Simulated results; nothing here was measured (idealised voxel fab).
A process module follows: voxel self aligned vias.
Section cut is 260 nm wide and gridded with 5 nm square cells.
Square cells in a grid make up a cross-section in this document, and the grid is given as bands, listed from the top down, each one or more rows of cells.
Basically the band line says how high the top is and how high the bottom is, in nm, and then what's in it from left to right, every material with its width in nm. Empty space shows up as "blank", and if a single material carries "edge to edge" it runs the full band edge to edge.
Height is counted from the level 0, under which the received wafer is composed throughout of one material. The lowest of the bands is not closed at the bottom but continues downward, in the notation "0 nm and below".
Read "30->40" as a graded width: first number on top, second number at the bottom, same change between each pair of neighbouring rows.
The cross-section has no changed cell in any step marked "same as before".
Empty spaces counting at least 8 cells and having no open way to the top are listed in "Sealed internal voids". The notation width x height at distance is used for each, the distance being from the left edge and all three values in nm.
Formally, on a step line, whatever follows the settings is a remark that the simulator itself makes on the step.
If you see "overlay nm" on a step's line and that step has a mask, it's telling you how far right of where it was planned the mask ended up; a negative number means it went left instead.

# Process steps (planned)
1,RECEIVE: material Si
2,CONFORMAL_DEP: material SiO2, thk nm 10
3,CONFORMAL_DEP: material SiCN, thk nm 5
4,DIRECTIONAL_DEP: material lowk, thk nm 30
5,MASKED_ETCH: tone open, mask id LINES, width nm 30, pitch nm 70, etch materials lowk, depth nm 30, overlay nm 0
6,CONFORMAL_DEP: material TiN, thk nm 5
7,FILL_DEP: material Ru, thk nm 5
8,CMP: height nm 45
9,SELECTIVE_ETCH: etch materials W Ru TiN, depth nm 10
10,FILL_DEP: material SiN, thk nm 5
11,CMP: height nm 45
12,DIRECTIONAL_DEP: material lowk, thk nm 15
13,MASKED_ETCH: tone open, mask id VIAS, width nm 50, pitch nm 140, etch materials lowk, depth nm 15, overlay nm 0
14,MASKED_ETCH: tone open, mask id VIAS, width nm 50, pitch nm 140, etch materials SiN, depth nm 10, overlay nm 0
15,CONFORMAL_DEP: material TiN, thk nm 5
16,FILL_DEP: material Ru, thk nm 10
17,CMP: height nm 60
18,CONFORMAL_DEP: material SiCN, thk nm 5

# Cross-section of the wafer at receipt, which is the condition after step 1
0 nm and below  Si edge to edge
Sealed internal voids: none

# Post-module cross-section: identical start and plan to those above, one misstep in execution
65 nm to 60 nm  SiCN edge to edge
60 nm to 50 nm  35 lowk / 5 SiO2 / 40 Ru / 5 SiO2 / 90 lowk / 5 SiO2 / 40 Ru / 5 SiO2 / 35 lowk
50 nm to 45 nm  35 lowk / 15 SiO2 / 20 Ru / 15 SiO2 / 90 lowk / 15 SiO2 / 20 Ru / 15 SiO2 / 35 lowk
45 nm to 40 nm  45 lowk / 5 SiO2 / 20 Ru / 5 SiO2 / 40 lowk / 30 SiN / 40 lowk / 5 SiO2 / 20 Ru / 5 SiO2 / 45 lowk
40 nm to 35 nm  45 lowk / 30 SiO2 / 40 lowk / 30 SiN / 40 lowk / 30 SiO2 / 45 lowk
35 nm to 20 nm  45 lowk / 5 TiN / 20 Ru / 5 TiN / 40 lowk / 5 TiN / 20 Ru / 5 TiN / 40 lowk / 5 TiN / 20 Ru / 5 TiN / 45 lowk
20 nm to 15 nm  45 lowk / 30 TiN / 40 lowk / 30 TiN / 40 lowk / 30 TiN / 45 lowk
15 nm to 10 nm  SiCN edge to edge
10 nm to 0 nm  SiO2 edge to edge
0 nm and below  Si edge to edge
Sealed internal voids: none
Against the plan, the run slipped here: step 15 went in with a setting other than planned; the actual run was CONFORMAL_DEP: material SiO2, thk nm 5
